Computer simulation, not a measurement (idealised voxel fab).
process module | voxel wiring stack
cross-section cut | 155 nm wide | cells 5 nm
A cross-section is a grid of square cells, given in bands from the top down. A band is one or more rows of cells.
Each band's line starts with the height of the band's top and of its bottom, in nm. Then come its materials from left to right, each with its width in nm. One material with "throughout" fills the band from edge to edge. "air" is empty space.
Height 0 is the level under which the wafer as received is all one material. The lowest band goes on downwards, as in "0 down".
A width such as "30 to 40" changes by the same amount from each row of cells to the next, from the band's top row to its bottom row.
"no change" after a step means that no cell of the cross-section changed.
closed voids: empty space of 8 cells or more with no open way to the top, each as width x height at its distance from the left edge, in nm
after a step's settings: what the simulator itself notes on the step
overlay nm, on a step with a mask: how far to the right of its planned place the mask lay; to the left if negative
plan
1 op RECEIVE | material Si
2 op CONFORMAL_DEP | material SiO2 | thk nm 10
3 op DIRECTIONAL_DEP | material TiN | thk nm 5
4 op DIRECTIONAL_DEP | material Ru | thk nm 25
5 op PATTERN | tone cover | mask id METAL_1 | material resist | width nm 30 | pitch nm 45 | thk nm 20 | overlay nm 0
6 op DIRECTIONAL_ETCH | etch materials Ru | depth nm 25
7 op DIRECTIONAL_ETCH | etch materials TiN | depth nm 5
8 op STRIP | etch materials resist
9 op CONFORMAL_DEP | material SiN | thk nm 5
10 op FILL_DEP | material SiO2 | thk nm 5
11 op CMP | height nm 40
12 op CONFORMAL_DEP | material SiCN | thk nm 5
13 op DIRECTIONAL_DEP | material SiO2 | thk nm 30
14 op DIRECTIONAL_DEP | material aC | thk nm 10
15 op PATTERN | tone open | mask id METAL_2_HOLES | material resist | width nm 15 | pitch nm 45 | thk nm 25 | overlay nm 0
16 op DIRECTIONAL_ETCH | etch materials aC | depth nm 10
17 op STRIP | etch materials resist
18 op DIRECTIONAL_ETCH | etch materials SiO2 | depth nm 30
19 op STRIP | etch materials aC
20 op DIRECTIONAL_DEP | material aC | thk nm 15
21 op PATTERN | tone open | mask id METAL_2 | material resist | width nm 30 | pitch nm 45 | thk nm 35 | overlay nm 0
22 op DIRECTIONAL_ETCH | etch materials aC | depth nm 15
23 op STRIP | etch materials resist
24 op DIRECTIONAL_ETCH | etch materials SiO2 | depth nm 15
25 op DIRECTIONAL_ETCH | etch materials SiCN | depth nm 5
26 op STRIP | etch materials aC
27 op CONFORMAL_DEP | material TiN | thk nm 5
28 op FILL_DEP | material Cu | thk nm 5
29 op CMP | height nm 75
30 op CONFORMAL_DEP | material SiCN | thk nm 5
31 op DIRECTIONAL_DEP | material lowk | thk nm 10
32 op DIRECTIONAL_DEP | material aC | thk nm 15
33 op PATTERN | tone open | mask id PLUG_2 | material resist | width nm 15 | pitch nm 45 | thk nm 30 | overlay nm 0
34 op DIRECTIONAL_ETCH | etch materials aC | depth nm 15
35 op STRIP | etch materials resist
36 op DIRECTIONAL_ETCH | etch materials lowk | depth nm 10
37 op DIRECTIONAL_ETCH | etch materials SiCN | depth nm 5
38 op STRIP | etch materials aC
39 op CONFORMAL_DEP | material TiN | thk nm 5
40 op FILL_DEP | material Cu | thk nm 5
41 op CMP | height nm 90
42 op DIRECTIONAL_DEP | material TiN | thk nm 5
43 op DIRECTIONAL_DEP | material W | thk nm 20
44 op DIRECTIONAL_DEP | material aC | thk nm 15
45 op PATTERN | tone cover | mask id METAL_3 | material resist | width nm 30 | pitch nm 45 | thk nm 30 | overlay nm 0
46 op DIRECTIONAL_ETCH | etch materials aC | depth nm 15
47 op STRIP | etch materials resist
48 op DIRECTIONAL_ETCH | etch materials W | depth nm 20
49 op DIRECTIONAL_ETCH | etch materials TiN | depth nm 5
50 op STRIP | etch materials aC
51 op CONFORMAL_DEP | material SiN | thk nm 5
52 op FILL_DEP | material lowk | thk nm 5
53 op CMP | height nm 115
54 op CONFORMAL_DEP | material SiN | thk nm 5
as received, after step 1
  0 down: Si throughout
  closed voids: none
first wafer at the end, as planned
  120 to 115: SiN throughout
  115 to 95: lowk 10 | SiN 5 | W 30 | SiN 5 | lowk 5 | SiN 5 | W 30 | SiN 5 | lowk 5 | SiN 5 | W 30 | SiN 5 | lowk 15
  95 to 90: SiN 15 | TiN 30 | SiN 15 | TiN 30 | SiN 15 | TiN 30 | SiN 20
  90 to 80: lowk 15 | TiN 5 | Cu 5 | TiN 5 | lowk 30 | TiN 5 | Cu 5 | TiN 5 | lowk 30 | TiN 5 | Cu 5 | TiN 5 | lowk 35
  80 to 75: SiCN 15 | TiN 15 | SiCN 30 | TiN 15 | SiCN 30 | TiN 15 | SiCN 35
  75 to 65: SiO2 15 | TiN 5 | Cu 20 | TiN 5 | SiO2 15 | TiN 5 | Cu 20 | TiN 5 | SiO2 15 | TiN 5 | Cu 20 | TiN 5 | SiO2 20
  65 to 60: SiO2 15 | TiN 5 | Cu 5 | TiN 20 | SiO2 15 | TiN 5 | Cu 5 | TiN 20 | SiO2 15 | TiN 5 | Cu 5 | TiN 20 | SiO2 20
  60 to 45: SiO2 15 | TiN 5 | Cu 5 | TiN 5 | SiO2 30 | TiN 5 | Cu 5 | TiN 5 | SiO2 30 | TiN 5 | Cu 5 | TiN 5 | SiO2 35
  45 to 40: SiCN 15 | TiN 15 | SiCN 30 | TiN 15 | SiCN 30 | TiN 15 | SiCN 35
  40 to 15: SiO2 10 | SiN 5 | Ru 30 | SiN 5 | SiO2 5 | SiN 5 | Ru 30 | SiN 5 | SiO2 5 | SiN 5 | Ru 30 | SiN 5 | SiO2 15
  15 to 10: SiN 15 | TiN 30 | SiN 15 | TiN 30 | SiN 15 | TiN 30 | SiN 20
  10 to 0: SiO2 throughout
  0 down: Si throughout
  closed voids: none
second wafer at the end: like start, like plan, one mistake
  120 to 115: SiN throughout
  115 to 95: lowk 10 | SiN 5 | W 30 | SiN 5 | lowk 5 | SiN 5 | W 30 | SiN 5 | lowk 5 | SiN 5 | W 30 | SiN 5 | lowk 15
  95 to 90: SiN 15 | TiN 30 | SiN 15 | TiN 30 | SiN 15 | TiN 30 | SiN 20
  90 to 80: lowk 15 | TiN 5 | Cu 5 | TiN 5 | lowk 30 | TiN 5 | Cu 5 | TiN 5 | lowk 30 | TiN 5 | Cu 5 | TiN 5 | lowk 35
  80 to 75: SiCN 15 | TiN 15 | SiCN 30 | TiN 15 | SiCN 30 | TiN 15 | SiCN 35
  75 to 45: SiO2 15 | TiN 5 | Cu 20 | TiN 5 | SiO2 15 | TiN 5 | Cu 20 | TiN 5 | SiO2 15 | TiN 5 | Cu 20 | TiN 5 | SiO2 20
  45 to 40: SiCN 15 | TiN 30 | SiCN 15 | TiN 30 | SiCN 15 | TiN 30 | SiCN 20
  40 to 15: SiO2 10 | SiN 5 | Ru 30 | SiN 5 | SiO2 5 | SiN 5 | Ru 30 | SiN 5 | SiO2 5 | SiN 5 | Ru 30 | SiN 5 | SiO2 15
  15 to 10: SiN 15 | TiN 30 | SiN 15 | TiN 30 | SiN 15 | TiN 30 | SiN 20
  10 to 0: SiO2 throughout
  0 down: Si throughout
  closed voids: none
what went wrong: step 24 was run twice
at the end the second wafer has, in cells: 36 more of Cu | 9 fewer of SiCN | 27 fewer of SiO2
